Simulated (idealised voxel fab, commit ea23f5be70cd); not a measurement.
Module name: voxel ribs on slabs (process module)
Displayed cross-section: cut, width of 155 nm, square cells sized 5 nm.
This document writes a cross-section as a grid whose cells are square, and gives it as bands, listed from the top down; one or more rows of cells form a band. The band entry comprises the height of the band's top followed by the height of its bottom, expressed in nm, and subsequently the band's materials from left to right, each stated together with its width in nm. Where a single material is marked with the word "throughout", that material fills the band from edge to edge. The word "air" represents empty space. Note: height 0 marks the level under which the wafer is uniformly one material as received. Lowest band unbounded below, written "0 nm and below". A two-number width, for instance "30..40", indicates that the width is equal to the first number in the top row of the band and to the second number in the bottom row, and that it changes by a constant amount per row of cells. Step marked "no modification"? Then no cell in the cross-section changed in it. Voids not open to the top, 8 cells minimum: see "Fully closed voids". Written width x height at distance; distance is from the left edge; nm. On each step's line, the part that comes after the settings is the simulator's own comment on the step. overlay nm, on a step with a mask: how far to the right of its planned place the mask lay; to the left if negative. Read each pair as before and after one process step. The after cross-section shows only down to the lowest band that changed. The step between them and its settings are given below the pair. Pairs can come from different runs of this module on the same starting wafer. A pair continues from the pair above only where its "Pre-step view" entry says so.

[Pre-step view]
* 0 nm and below | Si throughout
* Fully closed voids: none

[Post-Step Cross-Section]
* 25 nm to 0 nm | SiO2 throughout
* Whatever lies below 0 is exactly as it was before.
* Fully closed voids: none
What process step lies between the two cross-sections above? DIRECTIONAL_DEP: material SiO2, thk nm 25

Pre-step view: starting point is the after cross-section of the pair just above.

[Post-Step Cross-Section]
* 40 nm to 25 nm | SiN throughout
* Whatever lies below 25 is exactly as it was before.
* Fully closed voids: none
What process step lies between the two cross-sections above? DIRECTIONAL_DEP: material SiN, thk nm 15

Pre-step view: starting point is the after cross-section of the pair just above.

[Post-Step Cross-Section]
* 55 nm to 40 nm | 70 of air, 15 of resist, 70 of air
* Whatever lies below 40 is exactly as it was before.
* Fully closed voids: none
What process step lies between the two cross-sections above? PATTERN: tone cover, mask id RIB, material resist, width nm 15, thk nm 15, overlay nm 0

Pre-step view: starting point is the after cross-section of the pair just above.

[Post-Step Cross-Section]
* 55 nm to 40 nm | 70 of air, 15 of resist, 70 of air
* 40 nm to 30 nm | 70 of air, 15 of SiN, 70 of air
* Whatever lies below 30 is exactly as it was before.
* Fully closed voids: none
What process step lies between the two cross-sections above? DIRECTIONAL_ETCH: etch materials SiN, depth nm 10

Pre-step view: starting point is the after cross-section of the pair just above.

[Post-Step Cross-Section]
* 40 nm to 30 nm | 70 of air, 15 of SiN, 70 of air
* Whatever lies below 30 is exactly as it was before.
* Fully closed voids: none
What process step lies between the two cross-sections above? STRIP: etch materials resist

Pre-step view: starting point is the after cross-section of the pair just above.

[Post-Step Cross-Section]
* 40 nm to 30 nm | 70 of air, 15 of SiN, 70 of air
* 30 nm to 25 nm | 45 of air, 65 of SiN, 45 of air
* Whatever lies below 25 is exactly as it was before.
* Fully closed voids: none
What process step lies between the two cross-sections above? MASKED_ETCH: tone cover, mask id SLAB, width nm 65, etch materials SiN, depth nm 5, overlay nm 0

Pre-step view: starting point is the after cross-section of the pair just above.

[Post-Step Cross-Section]
* 60 nm to 40 nm | SiO2 throughout
* 40 nm to 30 nm | 70 of SiO2, 15 of SiN, 70 of SiO2
* 30 nm to 25 nm | 45 of SiO2, 65 of SiN, 45 of SiO2
* Whatever lies below 25 is exactly as it was before.
* Fully closed voids: none
What process step lies between the two cross-sections above? FILL_DEP: material SiO2, thk nm 20

Pre-step view: starting point is the after cross-section of the pair just above.

[Post-Step Cross-Section]
* 55 nm to 40 nm | SiO2 throughout
* Whatever lies below 40 is exactly as it was before.
* Fully closed voids: none
What process step lies between the two cross-sections above? CMP: height nm 55

Pre-step view: starting point is the after cross-section of the pair just above.

[Post-Step Cross-Section]
* 65 nm to 55 nm | W throughout
* Whatever lies below 55 is exactly as it was before.
* Fully closed voids: none
What process step lies between the two cross-sections above? DIRECTIONAL_DEP: material W, thk nm 10

Pre-step view: starting point is the after cross-section of the pair just above.

[Post-Step Cross-Section]
* 65 nm to 55 nm | 65 of air, 25 of W, 65 of air
* Whatever lies below 55 is exactly as it was before.
* Fully closed voids: none
What process step lies between the two cross-sections above? MASKED_ETCH: tone cover, mask id HEATER, width nm 25, etch materials W, depth nm 10, overlay nm 0

Pre-step view: starting point is the after cross-section of the pair just above.

[Post-Step Cross-Section]
* 75 nm to 65 nm | 55 of air, 45 of SiO2, 55 of air
* 65 nm to 55 nm | 65 of SiO2, 25 of W, 65 of SiO2
* Whatever lies below 55 is exactly as it was before.
* Fully closed voids: none
What process step lies between the two cross-sections above? CONFORMAL_DEP: material SiO2, thk nm 10

[Pre-step view]
* 25 nm to 0 nm | SiO2 throughout
* 0 nm and below | Si throughout
* Fully closed voids: none

[Post-Step Cross-Section]
* 50 nm to 0 nm | SiO2 throughout
* Whatever lies below 0 is exactly as it was before.
* Fully closed voids: none
What process step lies between the two cross-sections above? DIRECTIONAL_DEP: material SiO2, thk nm 25

Pre-step view: starting point is the after cross-section of the pair just above.

[Post-Step Cross-Section]
* 65 nm to 50 nm | SiN throughout
* Whatever lies below 50 is exactly as it was before.
* Fully closed voids: none
What process step lies between the two cross-sections above? DIRECTIONAL_DEP: material SiN, thk nm 15

Pre-step view: starting point is the after cross-section of the pair just above.

[Post-Step Cross-Section]
* 80 nm to 65 nm | 70 of air, 15 of resist, 70 of air
* Whatever lies below 65 is exactly as it was before.
* Fully closed voids: none
What process step lies between the two cross-sections above? PATTERN: tone cover, mask id RIB, material resist, width nm 15, thk nm 15, overlay nm 0

Pre-step view: starting point is the after cross-section of the pair just above.

[Post-Step Cross-Section]
* 80 nm to 65 nm | 70 of air, 15 of resist, 70 of air
* 65 nm to 55 nm | 70 of air, 15 of SiN, 70 of air
* Whatever lies below 55 is exactly as it was before.
* Fully closed voids: none
What process step lies between the two cross-sections above? DIRECTIONAL_ETCH: etch materials SiN, depth nm 10

Pre-step view: starting point is the after cross-section of the pair just above.

[Post-Step Cross-Section]
* 65 nm to 55 nm | 70 of air, 15 of SiN, 70 of air
* Whatever lies below 55 is exactly as it was before.
* Fully closed voids: none
What process step lies between the two cross-sections above? STRIP: etch materials resist

Pre-step view: starting point is the after cross-section of the pair just above.

[Post-Step Cross-Section]
* 65 nm to 55 nm | 70 of air, 15 of SiN, 70 of air
* 55 nm to 50 nm | 45 of air, 65 of SiN, 45 of air
* Whatever lies below 50 is exactly as it was before.
* Fully closed voids: none
What process step lies between the two cross-sections above? MASKED_ETCH: tone cover, mask id SLAB, width nm 65, etch materials SiN, depth nm 5, overlay nm 0

Pre-step view: starting point is the after cross-section of the pair just above.

[Post-Step Cross-Section]
* 85 nm to 65 nm | SiO2 throughout
* 65 nm to 55 nm | 70 of SiO2, 15 of SiN, 70 of SiO2
* 55 nm to 50 nm | 45 of SiO2, 65 of SiN, 45 of SiO2
* Whatever lies below 50 is exactly as it was before.
* Fully closed voids: none
What process step lies between the two cross-sections above? FILL_DEP: material SiO2, thk nm 20

Pre-step view: starting point is the after cross-section of the pair just above.

[Post-Step Cross-Section]
* 55 nm to 50 nm | 45 of SiO2, 65 of SiN, 45 of SiO2
* Whatever lies below 50 is exactly as it was before.
* Fully closed voids: none
What process step lies between the two cross-sections above? CMP: height nm 55

Pre-step view: starting point is the after cross-section of the pair just above.

[Post-Step Cross-Section]
* 65 nm to 55 nm | W throughout
* Whatever lies below 55 is exactly as it was before.
* Fully closed voids: none
What process step lies between the two cross-sections above? DIRECTIONAL_DEP: material W, thk nm 10

Pre-step view: starting point is the after cross-section of the pair just above.

[Post-Step Cross-Section]
* 65 nm to 55 nm | 65 of air, 25 of W, 65 of air
* Whatever lies below 55 is exactly as it was before.
* Fully closed voids: none
What process step lies between the two cross-sections above? MASKED_ETCH: tone cover, mask id HEATER, width nm 25, etch materials W, depth nm 10, overlay nm 0

Pre-step view: starting point is the after cross-section of the pair just above.

[Post-Step Cross-Section]
* 75 nm to 65 nm | 55 of air, 45 of SiO2, 55 of air
* 65 nm to 55 nm | 65 of SiO2, 25 of W, 65 of SiO2
* Whatever lies below 55 is exactly as it was before.
* Fully closed voids: none
What process step lies between the two cross-sections above? CONFORMAL_DEP: material SiO2, thk nm 10

[Pre-step view]
* 0 nm and below | Si throughout
* Fully closed voids: none

[Post-Step Cross-Section]
* 15 nm to 0 nm | SiN throughout
* Whatever lies below 0 is exactly as it was before.
* Fully closed voids: none
What process step lies between the two cross-sections above? DIRECTIONAL_DEP: material SiN, thk nm 15

Pre-step view: starting point is the after cross-section of the pair just above.

[Post-Step Cross-Section]
* 40 nm to 15 nm | SiO2 throughout
* Whatever lies below 15 is exactly as it was before.
* Fully closed voids: none
What process step lies between the two cross-sections above? DIRECTIONAL_DEP: material SiO2, thk nm 25

Pre-step view: starting point is the after cross-section of the pair just above.

[Post-Step Cross-Section]
* 55 nm to 40 nm | 70 of air, 15 of resist, 70 of air
* Whatever lies below 40 is exactly as it was before.
* Fully closed voids: none
What process step lies between the two cross-sections above? PATTERN: tone cover, mask id RIB, material resist, width nm 15, thk nm 15, overlay nm 0

Pre-step view: starting point is the after cross-section of the pair just above.

[Post-Step Cross-Section]
* 40 nm to 15 nm | SiO2 throughout
* Whatever lies below 15 is exactly as it was before.
* Fully closed voids: none
What process step lies between the two cross-sections above? STRIP: etch materials resist

Pre-step view: starting point is the after cross-section of the pair just above.

[Post-Step Cross-Section]
* 60 nm to 15 nm | SiO2 throughout
* Whatever lies below 15 is exactly as it was before.
* Fully closed voids: none
What process step lies between the two cross-sections above? FILL_DEP: material SiO2, thk nm 20

Pre-step view: starting point is the after cross-section of the pair just above.

[Post-Step Cross-Section]
* 55 nm to 15 nm | SiO2 throughout
* Whatever lies below 15 is exactly as it was before.
* Fully closed voids: none
What process step lies between the two cross-sections above? CMP: height nm 55

Pre-step view: starting point is the after cross-section of the pair just above.

[Post-Step Cross-Section]
* 65 nm to 55 nm | W throughout
* Whatever lies below 55 is exactly as it was before.
* Fully closed voids: none
What process step lies between the two cross-sections above? DIRECTIONAL_DEP: material W, thk nm 10

Pre-step view: starting point is the after cross-section of the pair just above.

[Post-Step Cross-Section]
* 65 nm to 55 nm | 65 of air, 25 of W, 65 of air
* Whatever lies below 55 is exactly as it was before.
* Fully closed voids: none
What process step lies between the two cross-sections above? MASKED_ETCH: tone cover, mask id HEATER, width nm 25, etch materials W, depth nm 10, overlay nm 0

Pre-step view: starting point is the after cross-section of the pair just above.

[Post-Step Cross-Section]
* 75 nm to 65 nm | 55 of air, 45 of SiO2, 55 of air
* 65 nm to 55 nm | 65 of SiO2, 25 of W, 65 of SiO2
* Whatever lies below 55 is exactly as it was before.
* Fully closed voids: none
What process step lies between the two cross-sections above? CONFORMAL_DEP: material SiO2, thk nm 10

[Pre-step view]
* 55 nm to 40 nm | 70 of air, 15 of resist, 70 of air
* 40 nm to 25 nm | SiN throughout
* 25 nm to 0 nm | SiO2 throughout
* 0 nm and below | Si throughout
* Fully closed voids: none

[Post-Step Cross-Section]
* 55 nm to 40 nm | 70 of air, 15 of resist, 70 of air
* 40 nm to 35 nm | 70 of air, 15 of SiN, 70 of air
* Whatever lies below 35 is exactly as it was before.
* Fully closed voids: none
What process step lies between the two cross-sections above? DIRECTIONAL_ETCH: etch materials SiN, depth nm 5

Pre-step view: starting point is the after cross-section of the pair just above.

[Post-Step Cross-Section]
* 40 nm to 35 nm | 70 of air, 15 of SiN, 70 of air
* Whatever lies below 35 is exactly as it was before.
* Fully closed voids: none
What process step lies between the two cross-sections above? STRIP: etch materials resist

Pre-step view: starting point is the after cross-section of the pair just above.

[Post-Step Cross-Section]
* 40 nm to 30 nm | 70..45 of air, 15..65 of SiN, 70..45 of air
* Whatever lies below 30 is exactly as it was before.
* Fully closed voids: none
What process step lies between the two cross-sections above? MASKED_ETCH: tone cover, mask id SLAB, width nm 65, etch materials SiN, depth nm 5, overlay nm 0

Pre-step view: starting point is the after cross-section of the pair just above.

[Post-Step Cross-Section]
* 60 nm to 40 nm | SiO2 throughout
* 40 nm to 30 nm | 70..45 of SiO2, 15..65 of SiN, 70..45 of SiO2
* Whatever lies below 30 is exactly as it was before.
* Fully closed voids: none
What process step lies between the two cross-sections above? FILL_DEP: material SiO2, thk nm 20

Pre-step view: starting point is the after cross-section of the pair just above.

[Post-Step Cross-Section]
* 55 nm to 40 nm | SiO2 throughout
* Whatever lies below 40 is exactly as it was before.
* Fully closed voids: none
What process step lies between the two cross-sections above? CMP: height nm 55

Pre-step view: starting point is the after cross-section of the pair just above.

[Post-Step Cross-Section]
* 65 nm to 55 nm | W throughout
* Whatever lies below 55 is exactly as it was before.
* Fully closed voids: none
What process step lies between the two cross-sections above? DIRECTIONAL_DEP: material W, thk nm 10

Pre-step view: starting point is the after cross-section of the pair just above.

[Post-Step Cross-Section]
* 65 nm to 55 nm | 65 of air, 25 of W, 65 of air
* Whatever lies below 55 is exactly as it was before.
* Fully closed voids: none
What process step lies between the two cross-sections above? MASKED_ETCH: tone cover, mask id HEATER, width nm 25, etch materials W, depth nm 10, overlay nm 0

Pre-step view: starting point is the after cross-section of the pair just above.

[Post-Step Cross-Section]
* 75 nm to 65 nm | 55 of air, 45 of SiO2, 55 of air
* 65 nm to 55 nm | 65 of SiO2, 25 of W, 65 of SiO2
* Whatever lies below 55 is exactly as it was before.
* Fully closed voids: none
What process step lies between the two cross-sections above? CONFORMAL_DEP: material SiO2, thk nm 10

[Pre-step view]
* 40 nm to 30 nm | 70 of air, 15 of SiN, 70 of air
* 30 nm to 25 nm | SiN throughout
* 25 nm to 0 nm | SiO2 throughout
* 0 nm and below | Si throughout
* Fully closed voids: none

[Post-Step Cross-Section]
* 40 nm to 30 nm | 70 of air, 15 of SiN, 70 of air
* 30 nm to 25 nm | 50 of air, 60 of SiN, 45 of air
* Whatever lies below 25 is exactly as it was before.
* Fully closed voids: none
What process step lies between the two cross-sections above? MASKED_ETCH: tone cover, mask id SLAB, width nm 60, etch materials SiN, depth nm 5, overlay nm 0

Pre-step view: starting point is the after cross-section of the pair just above.

[Post-Step Cross-Section]
* 60 nm to 40 nm | SiO2 throughout
* 40 nm to 30 nm | 70 of SiO2, 15 of SiN, 70 of SiO2
* 30 nm to 25 nm | 50 of SiO2, 60 of SiN, 45 of SiO2
* Whatever lies below 25 is exactly as it was before.
* Fully closed voids: none
What process step lies between the two cross-sections above? FILL_DEP: material SiO2, thk nm 20

Pre-step view: starting point is the after cross-section of the pair just above.

[Post-Step Cross-Section]
* 55 nm to 40 nm | SiO2 throughout
* Whatever lies below 40 is exactly as it was before.
* Fully closed voids: none
What process step lies between the two cross-sections above? CMP: height nm 55

Pre-step view: starting point is the after cross-section of the pair just above.

[Post-Step Cross-Section]
* 65 nm to 55 nm | W throughout
* Whatever lies below 55 is exactly as it was before.
* Fully closed voids: none
What process step lies between the two cross-sections above? DIRECTIONAL_DEP: material W, thk nm 10

Pre-step view: starting point is the after cross-section of the pair just above.

[Post-Step Cross-Section]
* 65 nm to 55 nm | 65 of air, 25 of W, 65 of air
* Whatever lies below 55 is exactly as it was before.
* Fully closed voids: none
What process step lies between the two cross-sections above? MASKED_ETCH: tone cover, mask id HEATER, width nm 25, etch materials W, depth nm 10, overlay nm 0

Pre-step view: starting point is the after cross-section of the pair just above.

[Post-Step Cross-Section]
* 75 nm to 65 nm | 55 of air, 45 of SiO2, 55 of air
* 65 nm to 55 nm | 65 of SiO2, 25 of W, 65 of SiO2
* Whatever lies below 55 is exactly as it was before.
* Fully closed voids: none
What process step lies between the two cross-sections above? CONFORMAL_DEP: material SiO2, thk nm 10

[Pre-step view]
* 65 nm to 55 nm | W throughout
* 55 nm to 40 nm | SiO2 throughout
* 40 nm to 30 nm | 70 of SiO2, 15 of SiN, 70 of SiO2
* 30 nm to 25 nm | 45 of SiO2, 65 of SiN, 45 of SiO2
* 25 nm to 0 nm | SiO2 throughout
* 0 nm and below | Si throughout
* Fully closed voids: none

[Post-Step Cross-Section]
* 65 nm to 55 nm | 55 of air, 25 of W, 75 of air
* Whatever lies below 55 is exactly as it was before.
* Fully closed voids: none
What process step lies between the two cross-sections above? MASKED_ETCH: tone cover, mask id HEATER, width nm 25, etch materials W, depth nm 10, overlay nm -10

Pre-step view: starting point is the after cross-section of the pair just above.

[Post-Step Cross-Section]
* 75 nm to 65 nm | 45 of air, 45 of SiO2, 65 of air
* 65 nm to 55 nm | 55 of SiO2, 25 of W, 75 of SiO2
* Whatever lies below 55 is exactly as it was before.
* Fully closed voids: none
What process step lies between the two cross-sections above? CONFORMAL_DEP: material SiO2, thk nm 10

[Pre-step view]
* 40 nm to 30 nm | 70 of air, 15 of SiN, 70 of air
* 30 nm to 25 nm | 45 of air, 65 of SiN, 45 of air
* 25 nm to 0 nm | SiO2 throughout
* 0 nm and below | Si throughout
* Fully closed voids: none

[Post-Step Cross-Section]
* 60 nm to 40 nm | W throughout
* 40 nm to 30 nm | 70 of W, 15 of SiN, 70 of W
* 30 nm to 25 nm | 45 of W, 65 of SiN, 45 of W
* Whatever lies below 25 is exactly as it was before.
* Fully closed voids: none
What process step lies between the two cross-sections above? FILL_DEP: material W, thk nm 20

Pre-step view: starting point is the after cross-section of the pair just above.

[Post-Step Cross-Section]
* 55 nm to 40 nm | W throughout
* Whatever lies below 40 is exactly as it was before.
* Fully closed voids: none
What process step lies between the two cross-sections above? CMP: height nm 55

Pre-step view: starting point is the after cross-section of the pair just above.

[Post-Step Cross-Section]
* 65 nm to 40 nm | W throughout
* Whatever lies below 40 is exactly as it was before.
* Fully closed voids: none
What process step lies between the two cross-sections above? DIRECTIONAL_DEP: material W, thk nm 10

Pre-step view: starting point is the after cross-section of the pair just above.

[Post-Step Cross-Section]
* 65 nm to 55 nm | 65 of air, 25 of W, 65 of air
* Whatever lies below 55 is exactly as it was before.
* Fully closed voids: none
What process step lies between the two cross-sections above? MASKED_ETCH: tone cover, mask id HEATER, width nm 25, etch materials W, depth nm 10, overlay nm 0

Pre-step view: starting point is the after cross-section of the pair just above.

[Post-Step Cross-Section]
* 75 nm to 65 nm | 55 of air, 45 of SiO2, 55 of air
* 65 nm to 55 nm | 65 of SiO2, 25 of W, 65 of SiO2
* Whatever lies below 55 is exactly as it was before.
* Fully closed voids: none
What process step lies between the two cross-sections above? CONFORMAL_DEP: material SiO2, thk nm 10

[Pre-step view]
* 65 nm to 55 nm | W throughout
* 55 nm to 40 nm | SiO2 throughout
* 40 nm to 30 nm | 70 of SiO2, 15 of SiN, 70 of SiO2
* 30 nm to 25 nm | 45 of SiO2, 65 of SiN, 45 of SiO2
* 25 nm to 0 nm | SiO2 throughout
* 0 nm and below | Si throughout
* Fully closed voids: none

[Post-Step Cross-Section]
* 65 nm to 55 nm | 65 of W, 25 of air, 65 of W
* Whatever lies below 55 is exactly as it was before.
* Fully closed voids: none
What process step lies between the two cross-sections above? MASKED_ETCH: tone open, mask id HEATER, width nm 25, etch materials W, depth nm 10, overlay nm 0

Pre-step view: starting point is the after cross-section of the pair just above.

[Post-Step Cross-Section]
* 75 nm to 65 nm | 75 of SiO2, 5 of air, 75 of SiO2
* 65 nm to 55 nm | 65 of W, 25 of SiO2, 65 of W
* Whatever lies below 55 is exactly as it was before.
* Fully closed voids: none
What process step lies between the two cross-sections above? CONFORMAL_DEP: material SiO2, thk nm 10
